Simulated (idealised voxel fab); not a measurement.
Title: Process Module voxel ribs on slabs
Cross-section cut: width 140 nm, square cells of 5 nm.
Cross-section layout: square cells on a grid; listed as bands, top to bottom; a band spans one or more cell rows.
Quick guide to a band line: top height, bottom height (nm) up front; then every material left to right with its width in nm. Only one material and it's marked "throughout"? Then it fills the band edge to edge. And "blank" just means empty space.
Height is counted from the level 0, under which the received wafer is composed throughout of one material. The lowest of the bands is not closed at the bottom but continues downward, in the notation "0..down".
The two numbers in a width such as "30 to 40" mark its ends across the band: the first belongs to the top row of cells, the second to the bottom row, and from each row to the next the width moves by the same amount.
You'll sometimes find "nothing got changed" written for a step, and that's the way of saying that nowhere in the cross-section did a cell change during that step.
In the "Enclosed void inventory" entry, you get each enclosed empty space of 8 cells or more, one with no open way to the top, written width x height at distance, distance from the left edge, in nm.
On a step's line, text after the settings is the simulator commenting on that step.
Steps that use a mask can have "overlay nm" on their line. It says how far the mask sat to the right of where it was meant to be. Negative means to the left.

List of planned process steps:
- 1: RECEIVE | material Si
- 2: DIRECTIONAL_DEP | material SiO2 | thk nm 20
- 3: DIRECTIONAL_DEP | material polySi | thk nm 15
- 4: MASKED_ETCH | tone cover | mask id RIB | width nm 15 | etch materials polySi | depth nm 10 | overlay nm 0
- 5: MASKED_ETCH | tone cover | mask id SLAB | width nm 45 | etch materials polySi | depth nm 5 | overlay nm 0
- 6: FILL_DEP | material SiO2 | thk nm 20
- 7: CMP | height nm 50
- 8: DIRECTIONAL_DEP | material W | thk nm 5
- 9: DIRECTIONAL_DEP | material aC | thk nm 10
- 10: PATTERN | tone cover | mask id HEATER | material resist | width nm 25 | thk nm 30 | overlay nm 0
- 11: DIRECTIONAL_ETCH | etch materials aC | depth nm 10
- 12: STRIP | etch materials resist
- 13: DIRECTIONAL_ETCH | etch materials W | depth nm 5
- 14: STRIP | etch materials aC
- 15: CONFORMAL_DEP | material SiN | thk nm 5

Wafer as received: cross-section following step 1:
  0..down: Si throughout
  Enclosed void inventory: none

Post-module cross-section: identical start and plan to those above, one misstep in execution:
  60..55: blank: 50 / SiN: 35 / blank: 55
  55..50: SiN: 55 / W: 25 / SiN: 60
  50..35: SiO2 throughout
  35..25: SiO2: 50 / polySi: 15 / SiO2: 75
  25..20: SiO2: 45 / polySi: 45 / SiO2: 50
  20..0: SiO2 throughout
  0..down: Si throughout
  Enclosed void inventory: none
Short version of what went wrong: step 4 ran as: MASKED_ETCH | tone cover | mask id RIB | width nm 15 | etch materials polySi | depth nm 10 | overlay nm -10
